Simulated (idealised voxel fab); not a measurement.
A process module follows: voxel wiring stack.
Square cell edge 5 nm, section width 245 nm, ID cut.
Heads up, the way a cross-section reads in here is a grid of square cells, handed over as bands from the top down, with every band being one or more rows of cells.
It is stipulated that each band's entry specify, in nanometres, the height of the top of the band and then that of its bottom, followed by the materials of the band in left-to-right sequence, each together with its width in nanometres. A single material marked by the word "edge to edge" is understood to fill the band from edge to edge; the word "empty" is understood to denote empty space.
Heights are reckoned from 0. Under this level, the received wafer is all of one material. The bottommost band is open-ended downward, for example "z 0 and below".
The two numbers in a width such as "30..40" mark its ends across the band: the first belongs to the top row of cells, the second to the bottom row, and from each row to the next the width moves by the same amount.
"everything unchanged" -> step changed no cross-section cell.
Heads up: "Sealed cavities" only lists the empty pockets with no open path to the top that are 8 cells or more, and it writes them as width x height at distance, distance from the left edge, in nm.
Read whatever lies past the settings on a step's line as the simulator's own remark about the step.
overlay nm: for a step with a mask, the amount by which the mask lay right of where it was planned; a negative amount means left of it.
### The following list gives the planned process steps
1. RECEIVE (material Si)
2. CONFORMAL_DEP (material SiO2; thk nm 10)
3. CONFORMAL_DEP (material SiCN; thk nm 5)
4. DIRECTIONAL_DEP (material SiO2; thk nm 20)
5. MASKED_ETCH (tone open; mask id METAL_1; width nm 30; pitch nm 60; etch materials SiO2; depth nm 20; overlay nm 0)
6. MASKED_ETCH (tone open; mask id METAL_1; width nm 30; pitch nm 60; etch materials SiCN; depth nm 5; overlay nm 0)
7. CONFORMAL_DEP (material TiN; thk nm 5)
8. FILL_DEP (material W; thk nm 10)
9. CMP (height nm 35)
10. CONFORMAL_DEP (material SiCN; thk nm 5)
11. DIRECTIONAL_DEP (material lowk; thk nm 20)
12. PATTERN (tone open; mask id PLUG_1; material resist; width nm 15; pitch nm 60; thk nm 15; overlay nm 0)
13. DIRECTIONAL_ETCH (etch materials lowk; depth nm 20)
14. DIRECTIONAL_ETCH (etch materials SiCN; depth nm 5)
15. STRIP (etch materials resist)
16. EPI (material Ru; thk nm 10)
17. EPI (material Ru; thk nm 10)
18. EPI (material Ru; thk nm 5)
19. DIRECTIONAL_DEP (material TiN; thk nm 5)
20. DIRECTIONAL_DEP (material Ru; thk nm 25)
21. PATTERN (tone cover; mask id METAL_2; material resist; width nm 30; pitch nm 60; thk nm 15; overlay nm 0)
22. DIRECTIONAL_ETCH (etch materials Ru; depth nm 25)
23. DIRECTIONAL_ETCH (etch materials TiN; depth nm 5)
24. STRIP (etch materials resist)
25. FILL_DEP (material lowk; thk nm 10)
26. CMP (height nm 90)
27. CONFORMAL_DEP (material SiCN; thk nm 5)
28. DIRECTIONAL_DEP (material SiO2; thk nm 30)
29. PATTERN (tone open; mask id METAL_3; material resist; width nm 30; pitch nm 60; thk nm 20; overlay nm 0)
30. DIRECTIONAL_ETCH (etch materials SiO2; depth nm 20)
31. STRIP (etch materials resist)
32. PATTERN (tone open; mask id METAL_3_HOLES; material resist; width nm 15; pitch nm 60; thk nm 15; overlay nm 0)
33. DIRECTIONAL_ETCH (etch materials SiO2; depth nm 10)
34. DIRECTIONAL_ETCH (etch materials SiCN; depth nm 5)
35. STRIP (etch materials resist)
36. CONFORMAL_DEP (material TiN; thk nm 5)
37. FILL_DEP (material Ru; thk nm 5)
38. CMP (height nm 125)
39. CONFORMAL_DEP (material SiCN; thk nm 5)
### Wafer as received: cross-section following step 1
    z 0 and below = Si edge to edge
    Sealed cavities: none
### Final wafer profile in cross-section after the module, from the same start and plan as above, with one mistake made during processing
    z 130 to 125 = SiCN edge to edge
    z 125 to 110 = SiO2 45 nm | TiN 5 nm | Ru 20 nm | TiN 5 nm | SiO2 30 nm | TiN 5 nm | Ru 20 nm | TiN 5 nm | SiO2 30 nm | TiN 5 nm | Ru 20 nm | TiN 5 nm | SiO2 50 nm
    z 110 to 105 = SiO2 45 nm | TiN 5 nm | Ru 5 nm | TiN 20 nm | SiO2 30 nm | TiN 5 nm | Ru 5 nm | TiN 20 nm | SiO2 30 nm | TiN 5 nm | Ru 5 nm | TiN 20 nm | SiO2 50 nm
    z 105 to 95 = SiO2 45 nm | TiN 5 nm | Ru 5 nm | TiN 5 nm | SiO2 45 nm | TiN 5 nm | Ru 5 nm | TiN 5 nm | SiO2 45 nm | TiN 5 nm | Ru 5 nm | TiN 5 nm | SiO2 65 nm
    z 95 to 90 = SiCN 45 nm | TiN 15 nm | SiCN 45 nm | TiN 15 nm | SiCN 45 nm | TiN 15 nm | SiCN 65 nm
    z 90 to 80 = lowk 45 nm | Ru 30 nm | lowk 30 nm | Ru 30 nm | lowk 30 nm | Ru 30 nm | lowk 50 nm
    z 80 to 75 = lowk 45 nm | TiN 30 nm | lowk 30 nm | TiN 30 nm | lowk 30 nm | TiN 30 nm | lowk 50 nm
    z 75 to 55 = lowk 45 nm | Ru 15 nm | lowk 45 nm | Ru 15 nm | lowk 45 nm | Ru 15 nm | lowk 65 nm
    z 55 to 50 = SiCN 45 nm | Ru 15 nm | SiCN 45 nm | Ru 15 nm | SiCN 45 nm | Ru 15 nm | SiCN 65 nm
    z 50 to 40 = W edge to edge
    z 40 to 35 = TiN 50 nm | W 20 nm | TiN 40 nm | W 20 nm | TiN 40 nm | W 20 nm | TiN 55 nm
    z 35 to 15 = SiO2 45 nm | TiN 5 nm | W 20 nm | TiN 5 nm | SiO2 30 nm | TiN 5 nm | W 20 nm | TiN 5 nm | SiO2 30 nm | TiN 5 nm | W 20 nm | TiN 5 nm | SiO2 50 nm
    z 15 to 10 = SiCN 45 nm | TiN 30 nm | SiCN 30 nm | TiN 30 nm | SiCN 30 nm | TiN 30 nm | SiCN 50 nm
    z 10 to 0 = SiO2 edge to edge
    z 0 and below = Si edge to edge
    Sealed cavities: none
Error vs. plan: not run: step 9 of the plan (skipped)
